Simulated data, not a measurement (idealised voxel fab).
You're looking at the process module voxel self aligned vias.
Square cells of 5 nm make up the cross-section cut, whose width is 300 nm.
In what follows, cross-sections appear as grids of square cells, described through bands that run from the top down, where every band is one or more rows of cells. Heights first: top, then bottom, in nm. Then materials, left to right, each with a width in nm. "everywhere" on a single material: fills the band edge to edge. "blank": empty space. Beneath 0, the wafer as received is one material, and that level is where height counting begins. The lowest band goes on downward without a bottom; it is written like "0 -> down". The expression "30->40" gives the width at the extremes of the band, the first number at its top row of cells and the second at its bottom row, with the width changing by equal amounts from each row to the next in between. Where the words "all unchanged" appear for a step, the cross-section shows no cell changed by that step; every cell remained as before. "Voids lacking openings" lists enclosed empty spaces (at least 8 cells, no open path upward to the top), each as width x height at distance from the left edge, in nm. Whatever follows a step's settings on its line is a remark the simulator itself makes about that step. Each step line may optionally specify "overlay nm", which for a step with a mask gives the rightward distance between the mask's planned place and where it lay, a negative value indicating the leftward direction.
**The following list gives the planned process steps**
step 1: RECEIVE [material Si]
step 2: CONFORMAL_DEP [material SiO2] [thk nm 10]
step 3: CONFORMAL_DEP [material SiCN] [thk nm 5]
step 4: DIRECTIONAL_DEP [material lowk] [thk nm 30]
step 5: MASKED_ETCH [tone open] [mask id LINES] [width nm 20] [pitch nm 70] [etch materials lowk] [depth nm 30] [overlay nm 0]
step 6: CONFORMAL_DEP [material TiN] [thk nm 5]
step 7: FILL_DEP [material Ru] [thk nm 10]
step 8: CMP [height nm 45]
step 9: SELECTIVE_ETCH [etch materials W Ru TiN] [depth nm 10]
step 10: FILL_DEP [material SiN] [thk nm 5]
step 11: CMP [height nm 45]
step 12: DIRECTIONAL_DEP [material lowk] [thk nm 20]
step 13: DIRECTIONAL_DEP [material aC] [thk nm 15]
step 14: PATTERN [tone open] [mask id VIAS] [material resist] [width nm 40] [pitch nm 140] [thk nm 30] [overlay nm 0]
step 15: DIRECTIONAL_ETCH [etch materials aC] [depth nm 15]
step 16: STRIP [etch materials resist]
step 17: DIRECTIONAL_ETCH [etch materials lowk] [depth nm 20]
step 18: DIRECTIONAL_ETCH [etch materials SiN] [depth nm 10]
step 19: STRIP [etch materials aC]
step 20: CONFORMAL_DEP [material TiN] [thk nm 5]
step 21: FILL_DEP [material Cu] [thk nm 5]
step 22: CMP [height nm 65]
step 23: CONFORMAL_DEP [material SiCN] [thk nm 5]
**Delivered wafer in cross-section: state after step 1**
> 0 -> down  Si everywhere
> Voids lacking openings: none
**first wafer at the end, as planned**
> 70 -> 65  SiCN everywhere
> 65 -> 50  lowk: 60 / TiN: 5 / Cu: 30 / TiN: 5 / lowk: 100 / TiN: 5 / Cu: 30 / TiN: 5 / lowk: 60
> 50 -> 45  lowk: 60 / TiN: 15 / Cu: 10 / TiN: 15 / lowk: 100 / TiN: 15 / Cu: 10 / TiN: 15 / lowk: 60
> 45 -> 40  lowk: 70 / TiN: 5 / Cu: 10 / TiN: 5 / lowk: 50 / SiN: 20 / lowk: 50 / TiN: 5 / Cu: 10 / TiN: 5 / lowk: 70
> 40 -> 35  lowk: 70 / TiN: 20 / lowk: 50 / SiN: 20 / lowk: 50 / TiN: 20 / lowk: 70
> 35 -> 20  lowk: 70 / TiN: 5 / Ru: 10 / TiN: 5 / lowk: 50 / TiN: 5 / Ru: 10 / TiN: 5 / lowk: 50 / TiN: 5 / Ru: 10 / TiN: 5 / lowk: 70
> 20 -> 15  lowk: 70 / TiN: 20 / lowk: 50 / TiN: 20 / lowk: 50 / TiN: 20 / lowk: 70
> 15 -> 10  SiCN everywhere
> 10 -> 0  SiO2 everywhere
> 0 -> down  Si everywhere
> Voids lacking openings: none
**Wafer two (of two), end-of-module cross-section: start = wafer one, plan = wafer one, one run mistake**
> 70 -> 65  SiCN everywhere
> 65 -> 50  lowk: 60 / TiN: 5 / Cu: 30 / TiN: 5 / lowk: 100 / TiN: 5 / Cu: 30 / TiN: 5 / lowk: 60
> 50 -> 45  lowk: 60 / TiN: 40 / lowk: 100 / TiN: 40 / lowk: 60
> 45 -> 40  SiCN everywhere
> 40 -> 10  lowk everywhere
> 10 -> 0  SiO2 everywhere
> 0 -> down  Si everywhere
> Voids lacking openings: none
Against the plan, the run slipped here: a sequencing error occurred in which plan steps 3 and 4 were transposed
The final cell counts differ between the wafers, with the second having more or fewer of some materials than the first: 8 fewer of Cu, 18 fewer of Ru, 8 fewer of SiN, 38 fewer of TiN, 72 more of lowk
